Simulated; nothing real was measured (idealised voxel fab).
Process module in this document: voxel self aligned contacts
FYI the section here is cut, 200 nm wide, cells are 5 nm squares.
A cross-section in this document is a grid of square cells, and it is written down as bands, the top band listed before the ones below it; a band is made up of one or more rows of cells.
Heads up on the band format: heights come first, top then bottom, in nm. After that it's the materials left to right, each with its width in nm. A single material flagged "all across" fills the whole band edge to edge, and "empty" means there's empty space there.
The level at which height equals 0 is the one under which the wafer, as it arrives, is entirely one material. No lower edge exists for the bottom band, which continues downward and is notated as in "0 -> down".
The notation "30..40" denotes a width that varies across the rows of cells in the band, beginning at the first number in the top row, finishing at the second number in the bottom row, and changing by an identical amount from each row to the next.
"no change" after a step means that no cell of the cross-section changed.
You'll see "Tabulated closed voids" listing empty spaces that have no way open to the top, as long as they're 8 cells or more; the notation is width x height at distance, where the distance is from the left edge, and all of it is in nm.
after a step's settings: what the simulator itself notes on the step
The "overlay nm" setting may appear on a step's line; for a step that uses a mask, it gives how far to the right of its planned position the mask lay, and a negative value indicates the left.

## The process steps that were planned are listed below
- 1: RECEIVE | material Si
- 2: OXIDIZE | depth nm 5
- 3: DIRECTIONAL_DEP | material polySi | thk nm 30
- 4: DIRECTIONAL_DEP | material SiN | thk nm 25
- 5: MASKED_ETCH | tone cover | mask id GATE | width nm 25 | pitch nm 60 | etch materials SiN | depth nm 25 | overlay nm 0
- 6: MASKED_ETCH | tone cover | mask id GATE | width nm 25 | pitch nm 60 | etch materials polySi | depth nm 30 | overlay nm 0
- 7: CONFORMAL_DEP | material SiN | thk nm 10
- 8: DIRECTIONAL_ETCH | etch materials SiN | depth nm 10
- 9: FILL_DEP | material SiO2 | thk nm 15
- 10: CMP | height nm 65
- 11: MASKED_ETCH | tone open | mask id CONTACT | width nm 45 | pitch nm 60 | etch materials SiO2 | depth nm 70 | overlay nm 0
- 12: CONFORMAL_DEP | material TiN | thk nm 5
- 13: FILL_DEP | material W | thk nm 10
- 14: CMP | height nm 65
- 15: CONFORMAL_DEP | material SiCN | thk nm 5

## Cross-section: wafer on arrival = after step 1
	0 -> down = Si all across
	Tabulated closed voids: none

## Result of the module, cross-sectioned: start per above, plan per above, one error in how it was run
	70 -> 65 = SiCN all across
	65 -> 55 = SiO2 50 nm | TiN 5..15 nm | W 35..5 nm | TiN 5..25 nm | SiO2 15 nm | TiN 5..15 nm | W 35..5 nm | TiN 5..25 nm | SiO2 45 nm
	55 -> 30 = SiO2 15 nm | SiN 45 nm | TiN 5 nm | W 5 nm | TiN 5 nm | SiN 45 nm | TiN 5 nm | W 5 nm | TiN 5 nm | SiN 45 nm | SiO2 20 nm
	30 -> 0 = SiO2 15 nm | SiN 10 nm | polySi 25 nm | SiN 10 nm | TiN 5 nm | W 5 nm | TiN 5 nm | SiN 10 nm | polySi 25 nm | SiN 10 nm | TiN 5 nm | W 5 nm | TiN 5 nm | SiN 10 nm | polySi 25 nm | SiN 10 nm | SiO2 20 nm
	0 -> -5 = SiO2 60 nm | TiN 15 nm | SiO2 45 nm | TiN 15 nm | SiO2 65 nm
	-5 -> down = Si all across
	Tabulated closed voids: none
Heads up, the wafer didn't run the way we planned it: step 11 went in with a setting other than planned; the actual run was MASKED_ETCH | tone open | mask id CONTACT | width nm 45 | pitch nm 60 | etch materials SiO2 | depth nm 70 | overlay nm 5
